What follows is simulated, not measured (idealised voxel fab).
Proc. module: voxel wiring stack
The width of the displayed cross-section, cut, is 170 nm; its cells are square, with a size of 5 nm.
The cross-sections in this document take the form of a grid made of square cells. They are written out as bands, in order from top to bottom. Each band consists of one or more rows of cells. A band entry consists of two parts. The first gives the height of the band's top and the height of its bottom, in nm. The rest lists the band's materials from left to right, each with its width in nm. A single material labelled with the word "everywhere" fills the band from edge to edge, and the word "empty" marks empty space. All heights in this document are referenced to 0, defined as the level beneath which the wafer, as received, consists entirely of one material. The lowest band is not bounded below; it extends indefinitely downward and is written in the form "0..down". A width given as "30->40" starts at the first number in the band's top row and ends at the second number in its bottom row, shifting by an equal amount at every step from row to row. Where the words "no modification" appear for a step, the cross-section shows no cell changed by that step; every cell remained as before. Any empty space of 8 cells or more lacking an open way to the top shows up in "Closed cavities" as width x height at distance, distance from the left edge, in nm. Read whatever lies past the settings on a step's line as the simulator's own remark about the step. "overlay nm" answers the question of how far to the right of plan the mask lay on a step that has a mask, and when it is negative the answer is to the left.

Plan
| 1 | RECEIVE, material Si |
| 2 | CONFORMAL_DEP, material SiO2, thk nm 10 |
| 3 | DIRECTIONAL_DEP, material TiN, thk nm 5 |
| 4 | DIRECTIONAL_DEP, material Ru, thk nm 25 |
| 5 | DIRECTIONAL_DEP, material aC, thk nm 10 |
| 6 | PATTERN, tone cover, mask id METAL_1, material resist, width nm 20, pitch nm 35, thk nm 30, overlay nm 0 |
| 7 | DIRECTIONAL_ETCH, etch materials aC, depth nm 10 |
| 8 | STRIP, etch materials resist |
| 9 | DIRECTIONAL_ETCH, etch materials Ru, depth nm 25 |
| 10 | DIRECTIONAL_ETCH, etch materials TiN, depth nm 5 |
| 11 | STRIP, etch materials aC |
| 12 | CONFORMAL_DEP, material SiN, thk nm 5 |
| 13 | FILL_DEP, material lowk, thk nm 10 |
| 14 | CMP, height nm 40 |
| 15 | CONFORMAL_DEP, material SiCN, thk nm 5 |
| 16 | DIRECTIONAL_DEP, material lowk, thk nm 25 |
| 17 | DIRECTIONAL_DEP, material aC, thk nm 15 |
| 18 | PATTERN, tone open, mask id METAL_2, material resist, width nm 20, pitch nm 35, thk nm 30, overlay nm 0 |
| 19 | DIRECTIONAL_ETCH, etch materials aC, depth nm 15 |
| 20 | STRIP, etch materials resist |
| 21 | DIRECTIONAL_ETCH, etch materials lowk, depth nm 15 |
| 22 | STRIP, etch materials aC |
| 23 | DIRECTIONAL_DEP, material aC, thk nm 10 |
| 24 | PATTERN, tone open, mask id METAL_2_HOLES, material resist, width nm 15, pitch nm 35, thk nm 25, overlay nm 0 |
| 25 | DIRECTIONAL_ETCH, etch materials aC, depth nm 10 |
| 26 | STRIP, etch materials resist |
| 27 | DIRECTIONAL_ETCH, etch materials lowk, depth nm 10 |
| 28 | DIRECTIONAL_ETCH, etch materials SiCN, depth nm 5 |
| 29 | STRIP, etch materials aC |
| 30 | CONFORMAL_DEP, material TiN, thk nm 5 |
| 31 | FILL_DEP, material Ru, thk nm 5 |
| 32 | CMP, height nm 70 |
| 33 | CONFORMAL_DEP, material SiCN, thk nm 5 |

Cross-section of the wafer upon arrival, representing the state reached after step 1
- 0..down  Si everywhere
- Closed cavities: none

First of two wafers, end-of-module section, run followed plan
- 75..70  SiCN everywhere
- 70..60  lowk (40)  TiN (5)  Ru (10)  TiN (5)  lowk (15)  TiN (5)  Ru (10)  TiN (5)  lowk (15)  TiN (5)  Ru (10)  TiN (5)  lowk (40)
- 60..55  lowk (40)  TiN (5)  Ru (5)  TiN (10)  lowk (15)  TiN (5)  Ru (5)  TiN (10)  lowk (15)  TiN (5)  Ru (5)  TiN (10)  lowk (40)
- 55..45  lowk (40)  TiN (5)  Ru (5)  TiN (5)  lowk (20)  TiN (5)  Ru (5)  TiN (5)  lowk (20)  TiN (5)  Ru (5)  TiN (5)  lowk (45)
- 45..40  SiCN (40)  TiN (15)  SiCN (20)  TiN (15)  SiCN (20)  TiN (15)  SiCN (45)
- 40..15  lowk (35)  SiN (5)  Ru (20)  SiN (5)  lowk (5)  SiN (5)  Ru (20)  SiN (5)  lowk (5)  SiN (5)  Ru (20)  SiN (5)  lowk (35)
- 15..10  SiN (40)  TiN (20)  SiN (15)  TiN (20)  SiN (15)  TiN (20)  SiN (40)
- 10..0  SiO2 everywhere
- 0..down  Si everywhere
- Closed cavities: none

So this is wafer number two of the two, cut at the end of the module - it started where the first did and had the same plan, we just got one thing wrong running it
- 75..70  SiCN everywhere
- 70..60  lowk (40)  TiN (5)  Ru (10)  TiN (5)  lowk (15)  TiN (5)  Ru (10)  TiN (5)  lowk (15)  TiN (5)  Ru (10)  TiN (5)  lowk (40)
- 60..55  lowk (40)  TiN (5)  Ru (5)  TiN (10)  lowk (15)  TiN (5)  Ru (5)  TiN (10)  lowk (15)  TiN (5)  Ru (5)  TiN (10)  lowk (40)
- 55..45  lowk (40)  TiN (5)  Ru (5)  TiN (5)  lowk (20)  TiN (5)  Ru (5)  TiN (5)  lowk (20)  TiN (5)  Ru (5)  TiN (5)  lowk (45)
- 45..40  SiCN (40)  TiN (15)  SiCN (20)  TiN (15)  SiCN (20)  TiN (15)  SiCN (45)
- 40..15  lowk (40)  SiN (5)  Ru (15)  SiN (5)  lowk (10)  SiN (5)  Ru (15)  SiN (5)  lowk (10)  SiN (5)  Ru (15)  SiN (5)  lowk (35)
- 15..10  SiN (45)  TiN (15)  SiN (20)  TiN (15)  SiN (20)  TiN (15)  SiN (40)
- 10..0  SiO2 everywhere
- 0..down  Si everywhere
- Closed cavities: none
Diagnosis: so step 6 ended up running with a different setting than we planned, it ran as PATTERN, tone cover, mask id METAL_1, material resist, width nm 15, pitch nm 35, thk nm 30, overlay nm 0
It is noted that, at the conclusion of processing, the second wafer exhibits a higher or lower cell count for certain materials relative to the first: Ru: 15 fewer, SiN: 3 more, TiN: 3 fewer, lowk: 15 more
